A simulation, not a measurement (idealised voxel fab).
Process module name: voxel capacitor over wiring
It is cross-section cut that appears here, measuring 250 nm in width, its square cells being 5 nm in size.
A cross-section in this document is a grid of square cells, and it is written down as bands, the top band listed before the ones below it; a band is made up of one or more rows of cells. Band: top height; bottom height; in nm. Then, left to right: material with width in nm, for each material. "edge to edge": a single material spanning edge to edge. "air": empty space. Heights are expressed relative to 0, this being the level below which the as-received wafer comprises one material exclusively. The lowest band is unbounded in the downward direction and is denoted as in "0 nm and below". You'd read "30..40" like this: the band's top row of cells is as wide as the first number, its bottom row is as wide as the second, and going down, every row changes width by the same amount as the row before did. "nothing was modified" means the step left every cell of the cross-section as it was. Closed-off voids of 8+ cells (no open route to the top) go in "Listed closed voids", written width x height at distance from the left edge, in nm. after a step's settings: what the simulator itself notes on the step. overlay nm: mask right of planned place by this much (step with mask). Neg. = left. Pairs, read this way: before one process step on the one hand, after it on the other, the after cross-section ending at the lowest band that changed; the step between, settings included, beneath. Same starting wafer throughout, but possibly different runs of this module, so no pair continues from the pair above unless its entry headed "Pre-step profile" says so.
**Pre-step profile**
> 75 nm to 45 nm: air 70; resist 20; air 50; resist 20; air 90
> 45 nm to 30 nm: aC edge to edge
> 30 nm to 15 nm: W edge to edge
> 15 nm to 10 nm: TiN edge to edge
> 10 nm to 0 nm: SiO2 edge to edge
> 0 nm and below: Si edge to edge
> Listed closed voids: none
**Step Result**
> 60 nm to 45 nm: air 70; resist 20; air 50; resist 20; air 90
> 45 nm to 30 nm: air 70; aC 20; air 50; aC 20; air 90
> Below a height of 30, the structure has not been altered.
> Listed closed voids: none
Step linking the sections shown: DIRECTIONAL_ETCH,etch materials aC,depth nm 15
Pre-step profile: identical to the post-step cross-section of the immediately preceding pair.
**Step Result**
> 45 nm to 30 nm: air 70; aC 20; air 50; aC 20; air 90
> Below a height of 30, the structure has not been altered.
> Listed closed voids: none
Step linking the sections shown: STRIP,etch materials resist
Pre-step profile: identical to the post-step cross-section of the immediately preceding pair.
**Step Result**
> 45 nm to 30 nm: air 70; aC 20; air 50; aC 20; air 90
> 30 nm to 15 nm: air 70; W 20; air 50; W 20; air 90
> Below a height of 15, the structure has not been altered.
> Listed closed voids: none
Step linking the sections shown: DIRECTIONAL_ETCH,etch materials W,depth nm 15
Pre-step profile: identical to the post-step cross-section of the immediately preceding pair.
**Step Result**
> 45 nm to 30 nm: air 70; aC 20; air 50; aC 20; air 90
> 30 nm to 15 nm: air 70; W 20; air 50; W 20; air 90
> 15 nm to 10 nm: air 70; TiN 20; air 50; TiN 20; air 90
> Below a height of 10, the structure has not been altered.
> Listed closed voids: none
Step linking the sections shown: DIRECTIONAL_ETCH,etch materials TiN,depth nm 5
Pre-step profile: identical to the post-step cross-section of the immediately preceding pair.
**Step Result**
> 30 nm to 15 nm: air 70; W 20; air 50; W 20; air 90
> Below a height of 15, the structure has not been altered.
> Listed closed voids: none
Step linking the sections shown: STRIP,etch materials aC
Pre-step profile: identical to the post-step cross-section of the immediately preceding pair.
**Step Result**
> 35 nm to 30 nm: lowk edge to edge
> 30 nm to 15 nm: lowk 70; W 20; lowk 50; W 20; lowk 90
> 15 nm to 10 nm: lowk 70; TiN 20; lowk 50; TiN 20; lowk 90
> Below a height of 10, the structure has not been altered.
> Listed closed voids: none
Step linking the sections shown: FILL_DEP,material lowk,thk nm 5
Pre-step profile: identical to the post-step cross-section of the immediately preceding pair.
**Step Result**
> 30 nm to 15 nm: lowk 70; W 20; lowk 50; W 20; lowk 90
> Below a height of 15, the structure has not been altered.
> Listed closed voids: none
Step linking the sections shown: CMP,height nm 30
Pre-step profile: identical to the post-step cross-section of the immediately preceding pair.
**Step Result**
> 35 nm to 30 nm: SiCN edge to edge
> Below a height of 30, the structure has not been altered.
> Listed closed voids: none
Step linking the sections shown: CONFORMAL_DEP,material SiCN,thk nm 5
Pre-step profile: identical to the post-step cross-section of the immediately preceding pair.
**Step Result**
> 45 nm to 35 nm: lowk edge to edge
> Below a height of 35, the structure has not been altered.
> Listed closed voids: none
Step linking the sections shown: DIRECTIONAL_DEP,material lowk,thk nm 10
Pre-step profile: identical to the post-step cross-section of the immediately preceding pair.
**Step Result**
> 60 nm to 45 nm: aC edge to edge
> Below a height of 45, the structure has not been altered.
> Listed closed voids: none
Step linking the sections shown: DIRECTIONAL_DEP,material aC,thk nm 15
Pre-step profile: identical to the post-step cross-section of the immediately preceding pair.
**Step Result**
> 95 nm to 60 nm: resist 85; air 15; resist 150
> Below a height of 60, the structure has not been altered.
> Listed closed voids: none
Step linking the sections shown: PATTERN,tone open,mask id PLUG_1,material resist,width nm 15,thk nm 35,overlay nm 0
Pre-step profile: identical to the post-step cross-section of the immediately preceding pair.
**Step Result**
> 80 nm to 60 nm: resist 85; air 15; resist 150
> 60 nm to 45 nm: aC 85; air 15; aC 150
> Below a height of 45, the structure has not been altered.
> Listed closed voids: none
Step linking the sections shown: DIRECTIONAL_ETCH,etch materials aC,depth nm 15
Pre-step profile: identical to the post-step cross-section of the immediately preceding pair.
**Step Result**
> 60 nm to 45 nm: aC 85; air 15; aC 150
> Below a height of 45, the structure has not been altered.
> Listed closed voids: none
Step linking the sections shown: STRIP,etch materials resist
Pre-step profile: identical to the post-step cross-section of the immediately preceding pair.
**Step Result**
> 60 nm to 45 nm: aC 85; air 15; aC 150
> 45 nm to 35 nm: lowk 85; air 15; lowk 150
> Below a height of 35, the structure has not been altered.
> Listed closed voids: none
Step linking the sections shown: DIRECTIONAL_ETCH,etch materials lowk,depth nm 10
Pre-step profile: identical to the post-step cross-section of the immediately preceding pair.
**Step Result**
> 60 nm to 45 nm: aC 85; air 15; aC 150
> 45 nm to 35 nm: lowk 85; air 15; lowk 150
> 35 nm to 30 nm: SiCN 85; air 15; SiCN 150
> Below a height of 30, the structure has not been altered.
> Listed closed voids: none
Step linking the sections shown: DIRECTIONAL_ETCH,etch materials SiCN,depth nm 5
Pre-step profile: identical to the post-step cross-section of the immediately preceding pair.
**Step Result**
> 45 nm to 35 nm: lowk 85; air 15; lowk 150
> Below a height of 35, the structure has not been altered.
> Listed closed voids: none
Step linking the sections shown: STRIP,etch materials aC
Pre-step profile: identical to the post-step cross-section of the immediately preceding pair.
**Step Result**
> 50 nm to 45 nm: TiN 90; air 5; TiN 155
> 45 nm to 35 nm: lowk 85; TiN 5; air 5; TiN 5; lowk 150
> 35 nm to 30 nm: SiCN 85; TiN 15; SiCN 150
> Below a height of 30, the structure has not been altered.
> Listed closed voids: none
Step linking the sections shown: CONFORMAL_DEP,material TiN,thk nm 5
Pre-step profile: identical to the post-step cross-section of the immediately preceding pair.
**Step Result**
> 60 nm to 50 nm: Ru edge to edge
> 50 nm to 45 nm: TiN 90; Ru 5; TiN 155
> 45 nm to 35 nm: lowk 85; TiN 5; Ru 5; TiN 5; lowk 150
> Below a height of 35, the structure has not been altered.
> Listed closed voids: none
Step linking the sections shown: FILL_DEP,material Ru,thk nm 10
Pre-step profile: identical to the post-step cross-section of the immediately preceding pair.
**Step Result**
> 45 nm to 35 nm: lowk 85; TiN 5; Ru 5; TiN 5; lowk 150
> Below a height of 35, the structure has not been altered.
> Listed closed voids: none
Step linking the sections shown: CMP,height nm 45
Pre-step profile: identical to the post-step cross-section of the immediately preceding pair.
**Step Result**
> 55 nm to 45 nm: TiN edge to edge
> Below a height of 45, the structure has not been altered.
> Listed closed voids: none
Step linking the sections shown: DIRECTIONAL_DEP,material TiN,thk nm 10
Pre-step profile: identical to the post-step cross-section of the immediately preceding pair.
**Step Result**
> 60 nm to 55 nm: Al2O3 edge to edge
> Below a height of 55, the structure has not been altered.
> Listed closed voids: none
Step linking the sections shown: DIRECTIONAL_DEP,material Al2O3,thk nm 5
Pre-step profile: identical to the post-step cross-section of the immediately preceding pair.
**Step Result**
> 65 nm to 60 nm: TiN edge to edge
> Below a height of 60, the structure has not been altered.
> Listed closed voids: none
Step linking the sections shown: DIRECTIONAL_DEP,material TiN,thk nm 5
Pre-step profile: identical to the post-step cross-section of the immediately preceding pair.
**Step Result**
> 85 nm to 65 nm: air 85; resist 55; air 110
> Below a height of 65, the structure has not been altered.
> Listed closed voids: none
Step linking the sections shown: PATTERN,tone cover,mask id UPPER_PLATE,material resist,width nm 55,thk nm 20,overlay nm 0
Pre-step profile: identical to the post-step cross-section of the immediately preceding pair.
**Step Result**
> 85 nm to 65 nm: air 85; resist 55; air 110
> 65 nm to 60 nm: air 85; TiN 55; air 110
> Below a height of 60, the structure has not been altered.
> Listed closed voids: none
Step linking the sections shown: DIRECTIONAL_ETCH,etch materials TiN,depth nm 5
Pre-step profile: identical to the post-step cross-section of the immediately preceding pair.
**Step Result**
> 85 nm to 65 nm: air 85; resist 55; air 110
> 65 nm to 60 nm: air 85; TiN 55; air 110
> 60 nm to 55 nm: air 85; Al2O3 55; air 110
> Below a height of 55, the structure has not been altered.
> Listed closed voids: none
Step linking the sections shown: DIRECTIONAL_ETCH,etch materials Al2O3,depth nm 5
Pre-step profile: identical to the post-step cross-section of the immediately preceding pair.
**Step Result**
> 65 nm to 60 nm: air 85; TiN 55; air 110
> Below a height of 60, the structure has not been altered.
> Listed closed voids: none
Step linking the sections shown: STRIP,etch materials resist
Pre-step profile: identical to the post-step cross-section of the immediately preceding pair.
**Step Result**
> 85 nm to 65 nm: air 80; resist 65; air 105
> 65 nm to 60 nm: air 80; resist 5; TiN 55; resist 5; air 105
> 60 nm to 55 nm: air 80; resist 5; Al2O3 55; resist 5; air 105
> Below a height of 55, the structure has not been altered.
> Listed closed voids: none
Step linking the sections shown: PATTERN,tone cover,mask id LOWER_PLATE,material resist,width nm 65,thk nm 20,overlay nm 0
Pre-step profile: identical to the post-step cross-section of the immediately preceding pair.
**Step Result**
> 85 nm to 65 nm: air 80; resist 65; air 105
> 65 nm to 60 nm: air 80; resist 5; TiN 55; resist 5; air 105
> 60 nm to 55 nm: air 80; resist 5; Al2O3 55; resist 5; air 105
> 55 nm to 45 nm: air 80; TiN 65; air 105
> Below a height of 45, the structure has not been altered.
> Listed closed voids: none
Step linking the sections shown: DIRECTIONAL_ETCH,etch materials TiN,depth nm 10
Pre-step profile: identical to the post-step cross-section of the immediately preceding pair.
**Step Result**
> 65 nm to 60 nm: air 85; TiN 55; air 110
> 60 nm to 55 nm: air 85; Al2O3 55; air 110
> Below a height of 55, the structure has not been altered.
> Listed closed voids: none
Step linking the sections shown: STRIP,etch materials resist
Pre-step profile: identical to the post-step cross-section of the immediately preceding pair.
**Step Result**
> 85 nm to 65 nm: SiO2 edge to edge
> 65 nm to 60 nm: SiO2 85; TiN 55; SiO2 110
> 60 nm to 55 nm: SiO2 85; Al2O3 55; SiO2 110
> 55 nm to 45 nm: SiO2 80; TiN 65; SiO2 105
> Below a height of 45, the structure has not been altered.
> Listed closed voids: none
Step linking the sections shown: FILL_DEP,material SiO2,thk nm 20
Pre-step profile: identical to the post-step cross-section of the immediately preceding pair.
**Step Result**
> 80 nm to 65 nm: SiO2 edge to edge
> Below a height of 65, the structure has not been altered.
> Listed closed voids: none
Step linking the sections shown: CMP,height nm 80
Pre-step profile: identical to the post-step cross-section of the immediately preceding pair.
**Step Result**
> 80 nm to 65 nm: SiO2 95; air 15; SiO2 140
> Below a height of 65, the structure has not been altered.
> Listed closed voids: none
Step linking the sections shown: MASKED_ETCH,tone open,mask id PLUG_2,width nm 15,etch materials SiO2,depth nm 15,overlay nm 0
Pre-step profile: identical to the post-step cross-section of the immediately preceding pair.
**Step Result**
> 85 nm to 80 nm: TiN 100; air 5; TiN 145
> 80 nm to 70 nm: SiO2 95; TiN 5; air 5; TiN 5; SiO2 140
> 70 nm to 60 nm: SiO2 95..85; TiN 15..55; SiO2 140..110
> Below a height of 60, the structure has not been altered.
> Listed closed voids: none
Step linking the sections shown: CONFORMAL_DEP,material TiN,thk nm 5
Pre-step profile: identical to the post-step cross-section of the immediately preceding pair.
**Step Result**
> 90 nm to 85 nm: W edge to edge
> 85 nm to 80 nm: TiN 100; W 5; TiN 145
> 80 nm to 70 nm: SiO2 95; TiN 5; W 5; TiN 5; SiO2 140
> Below a height of 70, the structure has not been altered.
> Listed closed voids: none
Step linking the sections shown: FILL_DEP,material W,thk nm 5
Pre-step profile: identical to the post-step cross-section of the immediately preceding pair.
**Step Result**
> 80 nm to 70 nm: SiO2 95; TiN 5; W 5; TiN 5; SiO2 140
> Below a height of 70, the structure has not been altered.
> Listed closed voids: none
Step linking the sections shown: CMP,height nm 80
Pre-step profile: identical to the post-step cross-section of the immediately preceding pair.
**Step Result**
> 85 nm to 80 nm: SiCN edge to edge
> Below a height of 80, the structure has not been altered.
> Listed closed voids: none
Step linking the sections shown: CONFORMAL_DEP,material SiCN,thk nm 5
**Pre-step profile**
> 60 nm to 55 nm: Al2O3 edge to edge
> 55 nm to 45 nm: TiN edge to edge
> 45 nm to 35 nm: lowk 85; TiN 5; Ru 5; TiN 5; lowk 150
> 35 nm to 30 nm: SiCN 85; TiN 15; SiCN 150
> 30 nm to 15 nm: lowk 80; W 20; lowk 50; W 20; lowk 80
> 15 nm to 10 nm: lowk 80; TiN 20; lowk 50; TiN 20; lowk 80
> 10 nm to 0 nm: SiO2 edge to edge
> 0 nm and below: Si edge to edge
> Listed closed voids: none
**Step Result**
> 65 nm to 60 nm: SiCN edge to edge
> Below a height of 60, the structure has not been altered.
> Listed closed voids: none
Step linking the sections shown: DIRECTIONAL_DEP,material SiCN,thk nm 5
Pre-step profile: identical to the post-step cross-section of the immediately preceding pair.
**Step Result**
> 85 nm to 65 nm: air 85; resist 55; air 110
> Below a height of 65, the structure has not been altered.
> Listed closed voids: none
Step linking the sections shown: PATTERN,tone cover,mask id UPPER_PLATE,material resist,width nm 55,thk nm 20,overlay nm 0
Pre-step profile: identical to the post-step cross-section of the immediately preceding pair.
**Step Result**
> 65 nm to 60 nm: SiCN edge to edge
> Below a height of 60, the structure has not been altered.
> Listed closed voids: none
Step linking the sections shown: STRIP,etch materials resist
Pre-step profile: identical to the post-step cross-section of the immediately preceding pair.
**Step Result**
> 85 nm to 65 nm: air 80; resist 65; air 105
> Below a height of 65, the structure has not been altered.
> Listed closed voids: none
Step linking the sections shown: PATTERN,tone cover,mask id LOWER_PLATE,material resist,width nm 65,thk nm 20,overlay nm 0
Pre-step profile: identical to the post-step cross-section of the immediately preceding pair.
**Step Result**
> 65 nm to 60 nm: SiCN edge to edge
> Below a height of 60, the structure has not been altered.
> Listed closed voids: none
Step linking the sections shown: STRIP,etch materials resist
Pre-step profile: identical to the post-step cross-section of the immediately preceding pair.
**Step Result**
> 85 nm to 65 nm: SiO2 edge to edge
> Below a height of 65, the structure has not been altered.
> Listed closed voids: none
Step linking the sections shown: FILL_DEP,material SiO2,thk nm 20
Pre-step profile: identical to the post-step cross-section of the immediately preceding pair.
**Step Result**
> 80 nm to 65 nm: SiO2 edge to edge
> Below a height of 65, the structure has not been altered.
> Listed closed voids: none
Step linking the sections shown: CMP,height nm 80
Pre-step profile: identical to the post-step cross-section of the immediately preceding pair.
**Step Result**
> 80 nm to 65 nm: SiO2 95; air 15; SiO2 140
> Below a height of 65, the structure has not been altered.
> Listed closed voids: none
Step linking the sections shown: MASKED_ETCH,tone open,mask id PLUG_2,width nm 15,etch materials SiO2,depth nm 15,overlay nm 0
Pre-step profile: identical to the post-step cross-section of the immediately preceding pair.
**Step Result**
> 85 nm to 80 nm: TiN 100; air 5; TiN 145
> 80 nm to 70 nm: SiO2 95; TiN 5; air 5; TiN 5; SiO2 140
> 70 nm to 65 nm: SiO2 95; TiN 15; SiO2 140
> Below a height of 65, the structure has not been altered.
> Listed closed voids: none
Step linking the sections shown: CONFORMAL_DEP,material TiN,thk nm 5
Pre-step profile: identical to the post-step cross-section of the immediately preceding pair.
**Step Result**
> 90 nm to 85 nm: W edge to edge
> 85 nm to 80 nm: TiN 100; W 5; TiN 145
> 80 nm to 70 nm: SiO2 95; TiN 5; W 5; TiN 5; SiO2 140
> Below a height of 70, the structure has not been altered.
> Listed closed voids: none
Step linking the sections shown: FILL_DEP,material W,thk nm 5
Pre-step profile: identical to the post-step cross-section of the immediately preceding pair.
**Step Result**
> 80 nm to 70 nm: SiO2 95; TiN 5; W 5; TiN 5; SiO2 140
> Below a height of 70, the structure has not been altered.
> Listed closed voids: none
Step linking the sections shown: CMP,height nm 80
Pre-step profile: identical to the post-step cross-section of the immediately preceding pair.
**Step Result**
> 85 nm to 80 nm: SiCN edge to edge
> Below a height of 80, the structure has not been altered.
> Listed closed voids: none
Step linking the sections shown: CONFORMAL_DEP,material SiCN,thk nm 5
**Pre-step profile**
> 80 nm to 65 nm: SiO2 edge to edge
> 65 nm to 60 nm: SiO2 85; TiN 55; SiO2 110
> 60 nm to 55 nm: SiO2 85; Al2O3 55; SiO2 110
> 55 nm to 45 nm: SiO2 80; TiN 65; SiO2 105
> 45 nm to 35 nm: lowk 85; TiN 5; Ru 5; TiN 5; lowk 150
> 35 nm to 30 nm: SiCN 85; TiN 15; SiCN 150
> 30 nm to 15 nm: lowk 80; W 20; lowk 50; W 20; lowk 80
> 15 nm to 10 nm: lowk 80; TiN 20; lowk 50; TiN 20; lowk 80
> 10 nm to 0 nm: SiO2 edge to edge
> 0 nm and below: Si edge to edge
> Listed closed voids: none
**Step Result**
> 80 nm to 65 nm: air 95; SiO2 15; air 140
> Below a height of 65, the structure has not been altered.
> Listed closed voids: none
Step linking the sections shown: MASKED_ETCH,tone cover,mask id PLUG_2,width nm 15,etch materials SiO2,depth nm 15,overlay nm 0
Pre-step profile: identical to the post-step cross-section of the immediately preceding pair.
**Step Result**
> 85 nm to 80 nm: air 90; TiN 25; air 135
> 80 nm to 70 nm: air 90; TiN 5; SiO2 15; TiN 5; air 135
> 70 nm to 65 nm: TiN 95; SiO2 15; TiN 140
> Below a height of 65, the structure has not been altered.
> Listed closed voids: none
Step linking the sections shown: CONFORMAL_DEP,material TiN,thk nm 5
Pre-step profile: identical to the post-step cross-section of the immediately preceding pair.
**Step Result**
> 90 nm to 85 nm: W edge to edge
> 85 nm to 80 nm: W 90; TiN 25; W 135
> 80 nm to 70 nm: W 90; TiN 5; SiO2 15; TiN 5; W 135
> Below a height of 70, the structure has not been altered.
> Listed closed voids: none
Step linking the sections shown: FILL_DEP,material W,thk nm 5
Pre-step profile: identical to the post-step cross-section of the immediately preceding pair.
**Step Result**
> 80 nm to 70 nm: W 90; TiN 5; SiO2 15; TiN 5; W 135
> Below a height of 70, the structure has not been altered.
> Listed closed voids: none
Step linking the sections shown: CMP,height nm 80
Pre-step profile: identical to the post-step cross-section of the immediately preceding pair.
**Step Result**
> 85 nm to 80 nm: SiCN edge to edge
> Below a height of 80, the structure has not been altered.
> Listed closed voids: none
Step linking the sections shown: CONFORMAL_DEP,material SiCN,thk nm 5
